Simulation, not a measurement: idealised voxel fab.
The name of this process module is voxel gate over fins.
The cross-section shown here is cut; it is 240 nm wide and divided into square cells measuring 5 nm on a side.
Notation: cross-section as square-cell grid; stated in bands, top first, going down; one or more cell rows per band. Basically the band line says how high the top is and how high the bottom is, in nm, and then what's in it from left to right, every material with its width in nm. Empty space shows up as "empty", and if a single material carries "edge to edge" it runs the full band edge to edge. It should be noted that heights are counted from 0, beneath which the wafer as supplied is of one material throughout, and that the lowest band possesses no lower boundary but continues downward, as written in "top 0, no bottom". The two numbers in a width such as "30..40" mark its ends across the band: the first belongs to the top row of cells, the second to the bottom row, and from each row to the next the width moves by the same amount. You'll sometimes find "nothing was modified" written for a step, and that's the way of saying that nowhere in the cross-section did a cell change during that step. Voids not open to the top, 8 cells minimum: see "Sealed-off cavities". Written width x height at distance; distance is from the left edge; nm. Formally, on a step line, whatever follows the settings is a remark that the simulator itself makes on the step. The "overlay nm" setting may appear on a step's line; for a step that uses a mask, it gives how far to the right of its planned position the mask lay, and a negative value indicates the left.
**The planned process steps are enumerated hereunder**
1) RECEIVE with material Si
2) CONFORMAL_DEP with material SiN, thk nm 5
3) PATTERN with tone cover, mask id FINS, material resist, width nm 15, pitch nm 40, thk nm 15, overlay nm 0
4) DIRECTIONAL_ETCH with etch materials SiN, depth nm 5
5) DIRECTIONAL_ETCH with etch materials Si, depth nm 30
6) STRIP with etch materials resist
7) OXIDIZE with depth nm 5
8) FILL_DEP with material SiO2, thk nm 15
9) CMP with height nm 5
10) SELECTIVE_ETCH with etch materials SiO2, depth nm 15
11) STRIP with etch materials SiN
12) CONFORMAL_DEP with material HfO2, thk nm 5
13) CONFORMAL_DEP with material TiN, thk nm 5
14) FILL_DEP with material W, thk nm 10
15) CMP with height nm 15
16) CONFORMAL_DEP with material SiN, thk nm 5
**So this is the incoming wafer in cross-section - it's already been through step 1**
> top 0, no bottom  Si edge to edge
> Sealed-off cavities: none
**Same starting wafer, same plan as above, one mistake in the execution; this is the cross-section at the end of the module**
> top 20, bottom 15  SiN edge to edge
> top 15, bottom 5  W edge to edge
> top 5, bottom 0  W 50 nm | TiN 15 nm | W 25 nm | TiN 15 nm | W 25 nm | TiN 15 nm | W 25 nm | TiN 15 nm | W 55 nm
> top 0, bottom -5  W 50 nm | TiN 5 nm | Si 5 nm | TiN 5 nm | W 25 nm | TiN 5 nm | Si 5 nm | TiN 5 nm | W 25 nm | TiN 5 nm | Si 5 nm | TiN 5 nm | W 25 nm | TiN 5 nm | Si 5 nm | TiN 5 nm | W 55 nm
> top -5, bottom -10  TiN 55 nm | Si 5 nm | TiN 35 nm | Si 5 nm | TiN 35 nm | Si 5 nm | TiN 35 nm | Si 5 nm | TiN 60 nm
> top -10, bottom -35  SiO2 55 nm | Si 5 nm | SiO2 35 nm | Si 5 nm | SiO2 35 nm | Si 5 nm | SiO2 35 nm | Si 5 nm | SiO2 60 nm
> top -35, no bottom  Si edge to edge
> Sealed-off cavities: none
Deviation from plan: the plan's step 12 went unexecuted, having been skipped
